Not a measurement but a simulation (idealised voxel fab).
This section sets out a process module, namely voxel ribs on slabs.
The width of the displayed cross-section, cut, is 300 nm; its cells are square, with a size of 5 nm.
For the purposes of this document, a cross-section shall be understood as a grid of square cells, specified as bands listed in top-to-bottom order, each band consisting of one or more rows of cells. Band: top and bottom heights (nm) first, top before bottom; then materials from left to right, widths in nm. "throughout" marks a sole material filling the band edge to edge. "blank" denotes empty space. It should be noted that heights are counted from 0, beneath which the wafer as supplied is of one material throughout, and that the lowest band possesses no lower boundary but continues downward, as written in "from 0 down". Width: "30 to 40" (first number = top row, second number = bottom row, same change from row to row of cells). Step note "no modifications" = no cross-section cell changed. Entry "Completely sealed voids" = empty spaces >= 8 cells with no open way to the top; each as width x height at distance, distance from left edge, all nm. It should be noted that, on the line of a given step, the content following the step's settings is a remark produced by the simulator itself with respect to that step. What "overlay nm" on a step's line means: if the step has a mask, that mask lay this far to the right of its planned place, or, when the value is negative, to the left.
[The process steps that were planned are listed below]
step 1: RECEIVE [material Si]
step 2: DIRECTIONAL_DEP [material SiO2] [thk nm 25]
step 3: DIRECTIONAL_DEP [material SiN] [thk nm 15]
step 4: PATTERN [tone cover] [mask id RIB] [material resist] [width nm 25] [thk nm 20] [overlay nm 0]
step 5: DIRECTIONAL_ETCH [etch materials SiN] [depth nm 5]
step 6: STRIP [etch materials resist]
step 7: PATTERN [tone cover] [mask id SLAB] [material resist] [width nm 85] [thk nm 15] [overlay nm 0]
step 8: DIRECTIONAL_ETCH [etch materials SiN] [depth nm 5]
step 9: STRIP [etch materials resist]
step 10: FILL_DEP [material SiO2] [thk nm 25]
step 11: CMP [height nm 60]
step 12: DIRECTIONAL_DEP [material W] [thk nm 5]
step 13: PATTERN [tone cover] [mask id HEATER] [material resist] [width nm 35] [thk nm 15] [overlay nm 0]
step 14: DIRECTIONAL_ETCH [etch materials W] [depth nm 5]
step 15: STRIP [etch materials resist]
step 16: CONFORMAL_DEP [material SiO2] [thk nm 5]
For clarity, it should be stated that the wafers under discussion commence in an identical condition and differ with respect to the depth nm of step 8, the plan indicating the value that the first wafer had.
[So this is the first of several wafers, cross-sectioned as it came to us, meaning it's at the end of step 1]
> from 0 down: Si throughout
> Completely sealed voids: none
[Per wafer, end of module: cells gained (+) or lost (-) per material since receipt, then closed voids]
depth nm 5 | +82 SiN | +700 SiO2 | +7 W | Completely sealed voids: none
depth nm 10 | +39 SiN | +743 SiO2 | +7 W | Completely sealed voids: none
depth nm 15 | +39 SiN | +743 SiO2 | +7 W | Completely sealed voids: none
depth nm 20 | +39 SiN | +743 SiO2 | +7 W | Completely sealed voids: none
depth nm 25 | +39 SiN | +743 SiO2 | +7 W | Completely sealed voids: none
